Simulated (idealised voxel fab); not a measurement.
process module | voxel ribs on slabs
cross-section cut | 170 nm wide | cells 5 nm
A cross-section is a grid of square cells, given in bands from the top down. A band is one or more rows of cells.
Each band's line starts with the height of the band's top and of its bottom, in nm. Then come its materials from left to right, each with its width in nm. One material with "throughout" fills the band from edge to edge. "air" is empty space.
Height 0 is the level under which the wafer as received is all one material. The lowest band goes on downwards, as in "0 down".
A width such as "30 to 40" changes by the same amount from each row of cells to the next, from the band's top row to its bottom row.
"no change" after a step means that no cell of the cross-section changed.
closed voids: empty space of 8 cells or more with no open way to the top, each as width x height at its distance from the left edge, in nm
after a step's settings: what the simulator itself notes on the step
overlay nm, on a step with a mask: how far to the right of its planned place the mask lay; to the left if negative
plan
1 op RECEIVE | material Si
2 op DIRECTIONAL_DEP | material SiO2 | thk nm 30
3 op DIRECTIONAL_DEP | material polySi | thk nm 15
4 op PATTERN | tone cover | mask id RIB | material resist | width nm 25 | thk nm 20 | overlay nm 0
5 op DIRECTIONAL_ETCH | etch materials polySi | depth nm 5
6 op STRIP | etch materials resist
7 op DIRECTIONAL_DEP | material aC | thk nm 15
8 op PATTERN | tone cover | mask id SLAB | material resist | width nm 65 | thk nm 35 | overlay nm 0
9 op DIRECTIONAL_ETCH | etch materials aC | depth nm 15
10 op STRIP | etch materials resist
11 op DIRECTIONAL_ETCH | etch materials polySi | depth nm 10
12 op STRIP | etch materials aC
13 op FILL_DEP | material SiO2 | thk nm 25
14 op CMP | height nm 60
15 op DIRECTIONAL_DEP | material W | thk nm 5
16 op DIRECTIONAL_DEP | material aC | thk nm 10
17 op PATTERN | tone cover | mask id HEATER | material resist | width nm 35 | thk nm 30 | overlay nm 0
18 op DIRECTIONAL_ETCH | etch materials aC | depth nm 10
19 op STRIP | etch materials resist
20 op DIRECTIONAL_ETCH | etch materials W | depth nm 5
21 op STRIP | etch materials aC
22 op CONFORMAL_DEP | material SiN | thk nm 5
as received, after step 1
  0 down: Si throughout
  closed voids: none
first wafer at the end, as planned
  70 to 65: air 60 | SiN 45 | air 65
  65 to 60: SiN 65 | W 35 | SiN 70
  60 to 45: SiO2 throughout
  45 to 40: SiO2 70 | polySi 25 | SiO2 75
  40 to 30: SiO2 50 | polySi 65 | SiO2 55
  30 to 0: SiO2 throughout
  0 down: Si throughout
  closed voids: none
second wafer at the end: like start, like plan, one mistake
  80 to 75: air 50 | SiN 65 | air 55
  75 to 65: SiN throughout
  65 to 60: SiN 65 | W 35 | SiN 70
  60 to 45: SiO2 throughout
  45 to 40: SiO2 70 | polySi 25 | SiO2 75
  40 to 30: SiO2 50 | polySi 65 | SiO2 55
  30 to 0: SiO2 throughout
  0 down: Si throughout
  closed voids: none
what went wrong: step 22 ran as: op CONFORMAL_DEP | material SiN | thk nm 15
at the end the second wafer has, in cells: 72 more of SiN
